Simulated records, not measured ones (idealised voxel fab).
process module | voxel released beams
cross-section cut | 250 nm wide | cells 5 nm
A cross-section is a grid of square cells, given in bands from the top down. A band is one or more rows of cells.
Each band's line starts with the height of the band's top and of its bottom, in nm. Then come its materials from left to right, each with its width in nm. One material with "throughout" fills the band from edge to edge. "air" is empty space.
Height 0 is the level under which the wafer as received is all one material. The lowest band goes on downwards, as in "0 down".
A width such as "30 to 40" changes by the same amount from each row of cells to the next, from the band's top row to its bottom row.
"no change" after a step means that no cell of the cross-section changed.
closed voids: empty space of 8 cells or more with no open way to the top, each as width x height at its distance from the left edge, in nm
after a step's settings: what the simulator itself notes on the step
overlay nm, on a step with a mask: how far to the right of its planned place the mask lay; to the left if negative
plan
1 op RECEIVE | material Si
2 op CONFORMAL_DEP | material Al2O3 | thk nm 5
3 op DIRECTIONAL_DEP | material SiO2 | thk nm 20
4 op PATTERN | tone open | mask id ANCHOR | material resist | width nm 45 | thk nm 15 | overlay nm 0
5 op DIRECTIONAL_ETCH | etch materials SiO2 | depth nm 20
6 op STRIP | etch materials resist
7 op CONFORMAL_DEP | material SiN | thk nm 15
8 op DIRECTIONAL_DEP | material aC | thk nm 10
9 op PATTERN | tone cover | mask id BEAM | material resist | width nm 105 | thk nm 30 | overlay nm 0
10 op DIRECTIONAL_ETCH | etch materials aC | depth nm 10
11 op STRIP | etch materials resist
12 op DIRECTIONAL_ETCH | etch materials SiN | depth nm 15
13 op STRIP | etch materials aC
14 op STRIP | etch materials SiO2
first wafer, as planned
as received, after step 1
  0 down: Si throughout
  closed voids: none
after step 2
  5 to 0: Al2O3 throughout
  below 0: unchanged
after step 3
  25 to 5: SiO2 throughout
  below 5: unchanged
after step 4
  40 to 25: resist 75 | air 45 | resist 130
  below 25: unchanged
after step 5
  40 to 25: resist 75 | air 45 | resist 130
  25 to 5: SiO2 75 | air 45 | SiO2 130
  below 5: unchanged
after step 6
  25 to 5: SiO2 75 | air 45 | SiO2 130
  below 5: unchanged
after step 7
  40 to 25: SiN 90 | air 15 | SiN 145
  25 to 20: SiO2 75 | SiN 15 | air 15 | SiN 15 | SiO2 130
  20 to 5: SiO2 75 | SiN 45 | SiO2 130
  below 5: unchanged
after step 8
  50 to 40: aC 90 | air 15 | aC 145
  40 to 30: SiN 90 | air 15 | SiN 145
  30 to 25: SiN 90 | aC 15 | SiN 145
  25 to 20: SiO2 75 | SiN 15 | aC 15 | SiN 15 | SiO2 130
  below 20: unchanged
after step 9
  80 to 50: air 70 | resist 105 | air 75
  50 to 40: aC 90 | resist 15 | aC 145
  40 to 30: SiN 90 | resist 15 | SiN 145
  below 30: unchanged
after step 10
  70 to 50: air 70 | resist 105 | air 75
  50 to 40: air 70 | aC 20 | resist 15 | aC 70 | air 75
  below 40: unchanged
after step 11
  50 to 40: air 70 | aC 20 | air 15 | aC 70 | air 75
  40 to 30: SiN 90 | air 15 | SiN 145
  below 30: unchanged
after step 12
  50 to 40: air 70 | aC 20 | air 15 | aC 70 | air 75
  40 to 30: air 70 | SiN 20 | air 15 | SiN 70 | air 75
  30 to 25: air 70 | SiN 20 | aC 15 | SiN 70 | air 75
  below 25: unchanged
after step 13
  40 to 25: air 70 | SiN 20 | air 15 | SiN 70 | air 75
  25 to 20: SiO2 75 | SiN 15 | air 15 | SiN 15 | SiO2 130
  below 20: unchanged
after step 14
  40 to 25: air 70 | SiN 20 | air 15 | SiN 70 | air 75
  25 to 20: air 75 | SiN 15 | air 15 | SiN 15 | air 130
  20 to 5: air 75 | SiN 45 | air 130
  below 5: unchanged
second wafer: like start, like plan, one mistake. Through step 1 it matches the first wafer
when step 2 should have ended
  20 to 0: SiO2 throughout
  below 0: unchanged
when step 3 should have ended
  25 to 20: Al2O3 throughout
  below 20: unchanged
when step 4 should have ended
  40 to 25: resist 75 | air 45 | resist 130
  below 25: unchanged
when step 5 should have ended: no change
when step 6 should have ended
  25 to 20: Al2O3 throughout
  below 20: unchanged
when step 7 should have ended
  40 to 25: SiN throughout
  below 25: unchanged
when step 8 should have ended
  50 to 40: aC throughout
  below 40: unchanged
when step 9 should have ended
  80 to 50: air 70 | resist 105 | air 75
  below 50: unchanged
when step 10 should have ended
  70 to 50: air 70 | resist 105 | air 75
  50 to 40: air 70 | aC 105 | air 75
  below 40: unchanged
when step 11 should have ended
  50 to 40: air 70 | aC 105 | air 75
  below 40: unchanged
when step 12 should have ended
  50 to 40: air 70 | aC 105 | air 75
  40 to 25: air 70 | SiN 105 | air 75
  below 25: unchanged
when step 13 should have ended
  40 to 25: air 70 | SiN 105 | air 75
  below 25: unchanged
when step 14 should have ended: no change
what went wrong: steps 2 and 3 were swapped
at the end the second wafer has, in cells: 24 fewer of SiN | 200 more of SiO2
